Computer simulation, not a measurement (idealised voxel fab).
process module | voxel self aligned vias
cross-section cut | 265 nm wide | cells 5 nm
A cross-section is a grid of square cells, given in bands from the top down. A band is one or more rows of cells.
Each band's line starts with the height of the band's top and of its bottom, in nm. Then come its materials from left to right, each with its width in nm. One material with "throughout" fills the band from edge to edge. "air" is empty space.
Height 0 is the level under which the wafer as received is all one material. The lowest band goes on downwards, as in "0 down".
A width such as "30 to 40" changes by the same amount from each row of cells to the next, from the band's top row to its bottom row.
"no change" after a step means that no cell of the cross-section changed.
closed voids: empty space of 8 cells or more with no open way to the top, each as width x height at its distance from the left edge, in nm
after a step's settings: what the simulator itself notes on the step
overlay nm, on a step with a mask: how far to the right of its planned place the mask lay; to the left if negative
plan
1 op RECEIVE | material Si
2 op CONFORMAL_DEP | material SiO2 | thk nm 10
3 op CONFORMAL_DEP | material SiCN | thk nm 5
4 op DIRECTIONAL_DEP | material SiO2 | thk nm 25
5 op MASKED_ETCH | tone open | mask id LINES | width nm 25 | pitch nm 60 | etch materials SiO2 | depth nm 25 | overlay nm -15
6 op CONFORMAL_DEP | material TiN | thk nm 5
7 op FILL_DEP | material W | thk nm 10
8 op CMP | height nm 40
9 op SELECTIVE_ETCH | etch materials W Ru TiN | depth nm 5
10 op FILL_DEP | material SiN | thk nm 10
11 op CMP | height nm 40
12 op DIRECTIONAL_DEP | material SiO2 | thk nm 20
13 op PATTERN | tone open | mask id VIAS | material resist | width nm 35 | pitch nm 120 | thk nm 20 | overlay nm 0
14 op DIRECTIONAL_ETCH | etch materials SiO2 | depth nm 20
15 op DIRECTIONAL_ETCH | etch materials SiN | depth nm 5
16 op STRIP | etch materials resist
17 op CONFORMAL_DEP | material TiN | thk nm 5
18 op FILL_DEP | material Ru | thk nm 5
19 op CMP | height nm 60
20 op CONFORMAL_DEP | material SiN | thk nm 5
varied across the wafers: overlay nm of step 5. The plan shows the first wafer's value. All wafers start alike
first wafer as received, after step 1
  0 down: Si throughout
  closed voids: none
each wafer at the end: cells of each material gained (+) or lost (-) since it was received, then its closed voids
overlay nm -15 | +32 Ru | +53 SiCN | +62 SiN | +452 SiO2 | +63 TiN | +27 W | closed voids: none
overlay nm -10 | +34 Ru | +53 SiCN | +60 SiN | +452 SiO2 | +63 TiN | +27 W | closed voids: none
overlay nm -5 | +36 Ru | +53 SiCN | +58 SiN | +452 SiO2 | +63 TiN | +27 W | closed voids: none
overlay nm 0 | +36 Ru | +53 SiCN | +58 SiN | +452 SiO2 | +63 TiN | +27 W | closed voids: none
overlay nm 5 | +36 Ru | +53 SiCN | +58 SiN | +452 SiO2 | +63 TiN | +27 W | closed voids: none
overlay nm 10 | +34 Ru | +53 SiCN | +60 SiN | +452 SiO2 | +63 TiN | +27 W | closed voids: none
overlay nm 15 | +32 Ru | +53 SiCN | +62 SiN | +452 SiO2 | +63 TiN | +27 W | closed voids: none
